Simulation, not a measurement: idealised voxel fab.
Process module heading - voxel ribs on slabs
Section cut is 260 nm wide and gridded with 5 nm square cells.
Bands, listed from the top down, are how a cross-section gets written in this document; the cross-section itself is a grid of square cells, and a band is one or more rows of them. First you get the band's top height and its bottom height, in nm, and then the materials it's made of, left to right, with each width in nm. If you see a single material with "all across", that one covers the band edge to edge. "empty" is empty space. Heads up on the height convention: 0 is the point under which the incoming wafer is all one material, and the lowest band has no bottom, it just keeps going down, like "0 nm and below". When a width is written as two numbers, as in "30->40", the first number is the width in the top row of cells of the band and the second is the width in its bottom row, and the width changes by the same amount from each row to the next. "nothing different" (step): cross-section cells unchanged, all of them. "Unvented internal voids" lists enclosed empty spaces (at least 8 cells, no open path upward to the top), each as width x height at distance from the left edge, in nm. Heads up: the bit after the settings on a step's line is the simulator's remark on that step. A step line may carry the setting "overlay nm", which, for steps involving a mask, states the distance by which the mask lay to the right of its intended position; negative values denote displacement to the left.

-- Here's what the planned process steps look like
1) RECEIVE | material Si
2) DIRECTIONAL_DEP | material SiO2 | thk nm 20
3) DIRECTIONAL_DEP | material polySi | thk nm 25
4) MASKED_ETCH | tone cover | mask id RIB | width nm 20 | etch materials polySi | depth nm 20 | overlay nm 0
5) DIRECTIONAL_DEP | material aC | thk nm 15
6) PATTERN | tone cover | mask id SLAB | material resist | width nm 60 | thk nm 35 | overlay nm 0
7) DIRECTIONAL_ETCH | etch materials aC | depth nm 15
8) STRIP | etch materials resist
9) DIRECTIONAL_ETCH | etch materials polySi | depth nm 5
10) STRIP | etch materials aC
11) FILL_DEP | material SiO2 | thk nm 15
12) CMP | height nm 55
13) DIRECTIONAL_DEP | material TiN | thk nm 5
14) DIRECTIONAL_DEP | material aC | thk nm 10
15) PATTERN | tone cover | mask id HEATER | material resist | width nm 30 | thk nm 30 | overlay nm 0
16) DIRECTIONAL_ETCH | etch materials aC | depth nm 10
17) STRIP | etch materials resist
18) DIRECTIONAL_ETCH | etch materials TiN | depth nm 5
19) STRIP | etch materials aC
20) CONFORMAL_DEP | material SiN | thk nm 10

-- Cross-section, incoming material, after step 1
	0 nm and below | Si all across
	Unvented internal voids: none

-- Sectioned view, first of two wafers, at the close of the module, processed as intended in the plan
	70 nm to 65 nm | 105 of empty / 50 of SiN / 105 of empty
	65 nm to 60 nm | SiN all across
	60 nm to 55 nm | 115 of SiN / 30 of TiN / 115 of SiN
	55 nm to 45 nm | SiO2 all across
	45 nm to 25 nm | 120 of SiO2 / 20 of polySi / 120 of SiO2
	25 nm to 20 nm | 100 of SiO2 / 60 of polySi / 100 of SiO2
	20 nm to 0 nm | SiO2 all across
	0 nm and below | Si all across
	Unvented internal voids: none

-- second wafer at the end: like start, like plan, one mistake
	70 nm to 65 nm | 105 of empty / 50 of SiN / 105 of empty
	65 nm to 60 nm | SiN all across
	60 nm to 55 nm | 115 of SiN / 30 of TiN / 115 of SiN
	55 nm to 25 nm | SiO2 all across
	25 nm to 0 nm | polySi all across
	0 nm and below | Si all across
	Unvented internal voids: none
So what did we get wrong on this run? mixed up steps 2 and 3 - ran each in the other's place
Once processing is complete, comparing cell counts shows that the second wafer has more or fewer of certain materials than the first: -232 SiO2 | +232 polySi
